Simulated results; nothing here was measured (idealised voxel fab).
process module | voxel spacer lines
cross-section cut | 270 nm wide | cells 5 nm
A cross-section is a grid of square cells, given in bands from the top down. A band is one or more rows of cells.
Each band's line starts with the height of the band's top and of its bottom, in nm. Then come its materials from left to right, each with its width in nm. One material with "throughout" fills the band from edge to edge. "air" is empty space.
Height 0 is the level under which the wafer as received is all one material. The lowest band goes on downwards, as in "0 down".
A width such as "30 to 40" changes by the same amount from each row of cells to the next, from the band's top row to its bottom row.
"no change" after a step means that no cell of the cross-section changed.
closed voids: empty space of 8 cells or more with no open way to the top, each as width x height at its distance from the left edge, in nm
after a step's settings: what the simulator itself notes on the step
overlay nm, on a step with a mask: how far to the right of its planned place the mask lay; to the left if negative
plan
1 op RECEIVE | material Si
2 op CONFORMAL_DEP | material Al2O3 | thk nm 5
3 op DIRECTIONAL_DEP | material SiN | thk nm 15
4 op DIRECTIONAL_DEP | material aC | thk nm 20
5 op PATTERN | tone cover | mask id MANDREL | material resist | width nm 25 | pitch nm 70 | thk nm 25 | overlay nm 0
6 op DIRECTIONAL_ETCH | etch materials aC | depth nm 20
7 op STRIP | etch materials resist
8 op CONFORMAL_DEP | material SiO2 | thk nm 10
9 op DIRECTIONAL_ETCH | etch materials SiO2 | depth nm 10
10 op STRIP | etch materials aC
11 op DIRECTIONAL_ETCH | etch materials SiN | depth nm 15
12 op STRIP | etch materials SiO2
13 op FILL_DEP | material SiO2 | thk nm 10
14 op CMP | height nm 20
as received, after step 1
  0 down: Si throughout
  closed voids: none
a wafer at the end: this start, this plan, one mistake
  25 to 20: SiO2 throughout
  20 to 5: SiO2 40 | SiN 10 | SiO2 25 | SiN 10 | SiO2 25 | SiN 10 | SiO2 25 | SiN 10 | SiO2 25 | SiN 10 | SiO2 25 | SiN 10 | SiO2 45
  5 to 0: Al2O3 throughout
  0 down: Si throughout
  closed voids: none
what went wrong: step 14 ran as: op CMP | height nm 25
